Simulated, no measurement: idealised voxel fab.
process module | voxel self aligned vias
This is section cut - it's 295 nm across, gridded in 5 nm square cells.
Just so we're on the same page, the cross-sections are grids of square cells, and they're listed out in bands top to bottom, each band one or more rows deep.
Basically the band line says how high the top is and how high the bottom is, in nm, and then what's in it from left to right, every material with its width in nm. Empty space shows up as "blank", and if a single material carries "everywhere" it runs the full band edge to edge.
Basically, 0 is our baseline, since under it the wafer straight out of the box is all one material. The bottom band has no lower end and keeps on going down, so it looks like "top 0, no bottom".
The width entry "30->40" should be interpreted row by row: the top row of cells in the band takes the first number, the bottom row takes the second number, and the change between adjacent rows is uniform throughout.
"all unchanged", as given for a step, is the statement that not any cell of the cross-section underwent a change during that step.
What "Voids, enclosed" gives you is every empty space of 8 cells or more that is cut off from the top. Each appears as width x height at distance, with the distance taken from the left edge and width, height and distance all in nm.
Where a step's line continues beyond its settings, the continuation is a remark by the simulator itself on that step.
"overlay nm" denotes, for a step that has a mask, the displacement of the mask to the right of its planned place, with negative values corresponding to the left.

The steps planned for the process are as follows:
1,RECEIVE [material Si]
2,CONFORMAL_DEP [material SiO2] [thk nm 10]
3,CONFORMAL_DEP [material SiCN] [thk nm 5]
4,DIRECTIONAL_DEP [material SiO2] [thk nm 25]
5,DIRECTIONAL_DEP [material aC] [thk nm 15]
6,PATTERN [tone open] [mask id LINES] [material resist] [width nm 30] [pitch nm 65] [thk nm 30] [overlay nm 0]
7,DIRECTIONAL_ETCH [etch materials aC] [depth nm 15]
8,STRIP [etch materials resist]
9,DIRECTIONAL_ETCH [etch materials SiO2] [depth nm 25]
10,STRIP [etch materials aC]
11,CONFORMAL_DEP [material TiN] [thk nm 5]
12,FILL_DEP [material W] [thk nm 5]
13,CMP [height nm 40]
14,SELECTIVE_ETCH [etch materials W Ru TiN] [depth nm 5]
15,FILL_DEP [material SiN] [thk nm 5]
16,CMP [height nm 40]
17,DIRECTIONAL_DEP [material SiO2] [thk nm 15]
18,DIRECTIONAL_DEP [material aC] [thk nm 15]
19,PATTERN [tone open] [mask id VIAS] [material resist] [width nm 40] [thk nm 35] [overlay nm 0]
20,DIRECTIONAL_ETCH [etch materials aC] [depth nm 15]
21,STRIP [etch materials resist]
22,DIRECTIONAL_ETCH [etch materials SiO2] [depth nm 15]
23,DIRECTIONAL_ETCH [etch materials SiN] [depth nm 5]
24,STRIP [etch materials aC]
25,CONFORMAL_DEP [material TiN] [thk nm 5]
26,FILL_DEP [material W] [thk nm 5]
27,CMP [height nm 55]
28,CONFORMAL_DEP [material SiN] [thk nm 5]

Cross-section of the wafer as it came to us, i.e., already through step 1:
  top 0, no bottom = Si everywhere
  Voids, enclosed: none

Run as planned - first of the two wafers cross-sectioned at the end of the module:
  top 60, bottom 55 = SiN everywhere
  top 55, bottom 45 = 95 of SiO2; 5 of TiN; 30 of W; 5 of TiN; 160 of SiO2
  top 45, bottom 40 = 95 of SiO2; 10 of TiN; 20 of W; 10 of TiN; 160 of SiO2
  top 40, bottom 35 = 100 of SiO2; 30 of TiN; 35 of SiO2; 30 of SiN; 100 of SiO2
  top 35, bottom 20 = 100 of SiO2; 5 of TiN; 20 of W; 5 of TiN; 35 of SiO2; 5 of TiN; 20 of W; 5 of TiN; 100 of SiO2
  top 20, bottom 15 = 100 of SiO2; 30 of TiN; 35 of SiO2; 30 of TiN; 100 of SiO2
  top 15, bottom 10 = SiCN everywhere
  top 10, bottom 0 = SiO2 everywhere
  top 0, no bottom = Si everywhere
  Voids, enclosed: none

End of module, second wafer, cross-section. Started like the first, planned like the first, run with one mistake:
  top 60, bottom 55 = SiN everywhere
  top 55, bottom 45 = 95 of SiO2; 5 of TiN; 30 of W; 5 of TiN; 160 of SiO2
  top 45, bottom 40 = 95 of SiO2; 40 of TiN; 160 of SiO2
  top 40, bottom 35 = 95 of SiN; 5 of TiN; 30 of SiO2; 5 of TiN; 30 of SiN; 30 of SiO2; 100 of SiN
  top 35, bottom 20 = 95 of W; 5 of TiN; 30 of SiO2; 5 of TiN; 25 of W; 5 of TiN; 30 of SiO2; 5 of TiN; 95 of W
  top 20, bottom 15 = 100 of TiN; 30 of SiO2; 35 of TiN; 30 of SiO2; 100 of TiN
  top 15, bottom 10 = SiCN everywhere
  top 10, bottom 0 = SiO2 everywhere
  top 0, no bottom = Si everywhere
  Voids, enclosed: none
Error vs. plan: off-plan run, step 6, actual operation and settings PATTERN [tone cover] [mask id LINES] [material resist] [width nm 30] [pitch nm 65] [thk nm 30] [overlay nm 0]
At the finish, the second wafer shows more or fewer cells for some materials than the first does: SiN: 39 more | SiO2: 175 fewer | TiN: 35 more | W: 101 more
